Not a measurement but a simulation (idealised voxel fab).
Process module in this document: voxel capacitor over wiring
Section shown: cut. Width: 265 nm. Cell size: 5 nm, square.
Each cross-section below is a grid of square cells, stated as bands in top-down order, with one or more rows of cells making up each band.
Band: top and bottom heights (nm) first, top before bottom; then materials from left to right, widths in nm. "edge to edge" marks a sole material filling the band edge to edge. "air" denotes empty space.
Counting heights begins at 0, where everything beneath is, in the wafer as received, one material. The lowest band has no bottom; it goes on downwards, as "z 0 and below" shows.
Graded width ("30 to 40"): value in top row of band = first number; value in bottom row = second number; row-to-row change constant.
"changes: none" means the step left every cell of the cross-section as it was.
Voids not open to the top, 8 cells minimum: see "Closed void inventory". Written width x height at distance; distance is from the left edge; nm.
It should be noted that, on the line of a given step, the content following the step's settings is a remark produced by the simulator itself with respect to that step.
When a step includes a mask, the "overlay nm" setting on its line states how far to the right of its planned place that mask lay, and negative values state how far to the left.
So the way this works: pairs, before and after one process step. The after picture only goes down to the lowest band that actually changed, nothing below. Step and its settings are under each pair. And watch out, pairs might come from different runs of this module, same starting wafer though, so a pair only follows on from the one above if its "Pre-step profile" entry tells you so.
Pre-step profile
* z 55 to 35: lowk edge to edge
* z 35 to 30: SiCN edge to edge
* z 30 to 15: 80 nm lowk  5 nm SiCN  20 nm Ru  5 nm SiCN  40 nm lowk  5 nm SiCN  20 nm Ru  5 nm SiCN  85 nm lowk
* z 15 to 10: 85 nm SiCN  20 nm TiN  50 nm SiCN  20 nm TiN  90 nm SiCN
* z 10 to 0: SiO2 edge to edge
* z 0 and below: Si edge to edge
* Closed void inventory: none
Post-Step Section View
* z 70 to 55: 90 nm air  15 nm resist  160 nm air
* All layers under 55 are left as they were.
* Closed void inventory: none
Q: step between the cross-sections above? A: PATTERN, tone cover, mask id PLUG_1, material resist, width nm 15, thk nm 15, overlay nm 0
Pre-step profile: The prior state of this step coincides with the post-step cross-section of the pair just above.
Post-Step Section View
* z 70 to 55: 90 nm air  15 nm resist  160 nm air
* z 55 to 35: 90 nm air  15 nm lowk  160 nm air
* All layers under 35 are left as they were.
* Closed void inventory: none
Q: step between the cross-sections above? A: DIRECTIONAL_ETCH, etch materials lowk, depth nm 20
Pre-step profile: The prior state of this step coincides with the post-step cross-section of the pair just above.
Post-Step Section View
* z 70 to 55: 90 nm air  15 nm resist  160 nm air
* z 55 to 35: 90 nm air  15 nm lowk  160 nm air
* z 35 to 30: 90 nm air  15 nm SiCN  160 nm air
* All layers under 30 are left as they were.
* Closed void inventory: none
Q: step between the cross-sections above? A: DIRECTIONAL_ETCH, etch materials SiCN, depth nm 5
Pre-step profile: The prior state of this step coincides with the post-step cross-section of the pair just above.
Post-Step Section View
* z 55 to 35: 90 nm air  15 nm lowk  160 nm air
* All layers under 35 are left as they were.
* Closed void inventory: none
Q: step between the cross-sections above? A: STRIP, etch materials resist
Pre-step profile: The prior state of this step coincides with the post-step cross-section of the pair just above.
Post-Step Section View
* z 60 to 55: 85 nm air  25 nm TiN  155 nm air
* z 55 to 35: 85 nm air  5 nm TiN  15 nm lowk  5 nm TiN  155 nm air
* z 35 to 30: 90 nm TiN  15 nm SiCN  160 nm TiN
* All layers under 30 are left as they were.
* Closed void inventory: none
Q: step between the cross-sections above? A: CONFORMAL_DEP, material TiN, thk nm 5
Pre-step profile: The prior state of this step coincides with the post-step cross-section of the pair just above.
Post-Step Section View
* z 70 to 60: Cu edge to edge
* z 60 to 55: 85 nm Cu  25 nm TiN  155 nm Cu
* z 55 to 35: 85 nm Cu  5 nm TiN  15 nm lowk  5 nm TiN  155 nm Cu
* All layers under 35 are left as they were.
* Closed void inventory: none
Q: step between the cross-sections above? A: FILL_DEP, material Cu, thk nm 10
Pre-step profile: The prior state of this step coincides with the post-step cross-section of the pair just above.
Post-Step Section View
* z 55 to 35: 85 nm Cu  5 nm TiN  15 nm lowk  5 nm TiN  155 nm Cu
* All layers under 35 are left as they were.
* Closed void inventory: none
Q: step between the cross-sections above? A: CMP, height nm 55
Pre-step profile: The prior state of this step coincides with the post-step cross-section of the pair just above.
Post-Step Section View
* z 60 to 55: TiN edge to edge
* All layers under 55 are left as they were.
* Closed void inventory: none
Q: step between the cross-sections above? A: DIRECTIONAL_DEP, material TiN, thk nm 5
Pre-step profile: The prior state of this step coincides with the post-step cross-section of the pair just above.
Post-Step Section View
* z 65 to 60: HfO2 edge to edge
* All layers under 60 are left as they were.
* Closed void inventory: none
Q: step between the cross-sections above? A: DIRECTIONAL_DEP, material HfO2, thk nm 5
Pre-step profile: The prior state of this step coincides with the post-step cross-section of the pair just above.
Post-Step Section View
* z 70 to 65: TiN edge to edge
* All layers under 65 are left as they were.
* Closed void inventory: none
Q: step between the cross-sections above? A: DIRECTIONAL_DEP, material TiN, thk nm 5
Pre-step profile: The prior state of this step coincides with the post-step cross-section of the pair just above.
Post-Step Section View
* z 90 to 70: 90 nm air  55 nm resist  120 nm air
* All layers under 70 are left as they were.
* Closed void inventory: none
Q: step between the cross-sections above? A: PATTERN, tone cover, mask id UPPER_PLATE, material resist, width nm 55, thk nm 20, overlay nm 0
Pre-step profile: The prior state of this step coincides with the post-step cross-section of the pair just above.
Post-Step Section View
* z 90 to 70: 90 nm air  55 nm resist  120 nm air
* z 70 to 65: 90 nm air  55 nm TiN  120 nm air
* All layers under 65 are left as they were.
* Closed void inventory: none
Q: step between the cross-sections above? A: DIRECTIONAL_ETCH, etch materials TiN, depth nm 5
Pre-step profile: The prior state of this step coincides with the post-step cross-section of the pair just above.
Post-Step Section View
* z 90 to 70: 90 nm air  55 nm resist  120 nm air
* z 70 to 65: 90 nm air  55 nm TiN  120 nm air
* z 65 to 60: 90 nm air  55 nm HfO2  120 nm air
* All layers under 60 are left as they were.
* Closed void inventory: none
Q: step between the cross-sections above? A: DIRECTIONAL_ETCH, etch materials HfO2, depth nm 5
Pre-step profile: The prior state of this step coincides with the post-step cross-section of the pair just above.
Post-Step Section View
* z 70 to 65: 90 nm air  55 nm TiN  120 nm air
* All layers under 65 are left as they were.
* Closed void inventory: none
Q: step between the cross-sections above? A: STRIP, etch materials resist
Pre-step profile: The prior state of this step coincides with the post-step cross-section of the pair just above.
Post-Step Section View
* z 70 to 65: 90 nm air  55 nm TiN  120 nm air
* z 65 to 60: 90 nm air  55 nm HfO2  120 nm air
* z 60 to 55: 85 nm air  65 nm TiN  115 nm air
* All layers under 55 are left as they were.
* Closed void inventory: none
Q: step between the cross-sections above? A: MASKED_ETCH, tone cover, mask id LOWER_PLATE, width nm 65, etch materials TiN, depth nm 5, overlay nm 0
Pre-step profile: The prior state of this step coincides with the post-step cross-section of the pair just above.
Post-Step Section View
* z 85 to 70: SiO2 edge to edge
* z 70 to 65: 90 nm SiO2  55 nm TiN  120 nm SiO2
* z 65 to 60: 90 nm SiO2  55 nm HfO2  120 nm SiO2
* z 60 to 55: 85 nm SiO2  65 nm TiN  115 nm SiO2
* All layers under 55 are left as they were.
* Closed void inventory: none
Q: step between the cross-sections above? A: FILL_DEP, material SiO2, thk nm 15
Pre-step profile: The prior state of this step coincides with the post-step cross-section of the pair just above.
Post-Step Section View
* z 80 to 70: SiO2 edge to edge
* All layers under 70 are left as they were.
* Closed void inventory: none
Q: step between the cross-sections above? A: CMP, height nm 80
Pre-step profile: The prior state of this step coincides with the post-step cross-section of the pair just above.
Post-Step Section View
* z 100 to 80: 100 nm resist  15 nm air  150 nm resist
* All layers under 80 are left as they were.
* Closed void inventory: none
Q: step between the cross-sections above? A: PATTERN, tone open, mask id PLUG_2, material resist, width nm 15, thk nm 20, overlay nm 0
Pre-step profile: The prior state of this step coincides with the post-step cross-section of the pair just above.
Post-Step Section View
* z 100 to 80: 100 nm resist  15 nm air  150 nm resist
* z 80 to 70: 100 nm SiO2  15 nm air  150 nm SiO2
* All layers under 70 are left as they were.
* Closed void inventory: none
Q: step between the cross-sections above? A: DIRECTIONAL_ETCH, etch materials SiO2, depth nm 10
Pre-step profile: The prior state of this step coincides with the post-step cross-section of the pair just above.
Post-Step Section View
* z 80 to 70: 100 nm SiO2  15 nm air  150 nm SiO2
* All layers under 70 are left as they were.
* Closed void inventory: none
Q: step between the cross-sections above? A: STRIP, etch materials resist
Pre-step profile: The prior state of this step coincides with the post-step cross-section of the pair just above.
Post-Step Section View
* z 85 to 80: 105 nm TiN  5 nm air  155 nm TiN
* z 80 to 75: 100 nm SiO2  5 nm TiN  5 nm air  5 nm TiN  150 nm SiO2
* z 75 to 65: 100 to 90 nm SiO2  15 to 55 nm TiN  150 to 120 nm SiO2
* All layers under 65 are left as they were.
* Closed void inventory: none
Q: step between the cross-sections above? A: CONFORMAL_DEP, material TiN, thk nm 5
Pre-step profile: The prior state of this step coincides with the post-step cross-section of the pair just above.
Post-Step Section View
* z 95 to 85: Cu edge to edge
* z 85 to 80: 105 nm TiN  5 nm Cu  155 nm TiN
* z 80 to 75: 100 nm SiO2  5 nm TiN  5 nm Cu  5 nm TiN  150 nm SiO2
* All layers under 75 are left as they were.
* Closed void inventory: none
Q: step between the cross-sections above? A: FILL_DEP, material Cu, thk nm 10
Pre-step profile: The prior state of this step coincides with the post-step cross-section of the pair just above.
Post-Step Section View
* z 80 to 75: 100 nm SiO2  5 nm TiN  5 nm Cu  5 nm TiN  150 nm SiO2
* All layers under 75 are left as they were.
* Closed void inventory: none
Q: step between the cross-sections above? A: CMP, height nm 80
Pre-step profile: The prior state of this step coincides with the post-step cross-section of the pair just above.
Post-Step Section View
* z 85 to 80: SiN edge to edge
* All layers under 80 are left as they were.
* Closed void inventory: none
Q: step between the cross-sections above? A: CONFORMAL_DEP, material SiN, thk nm 5
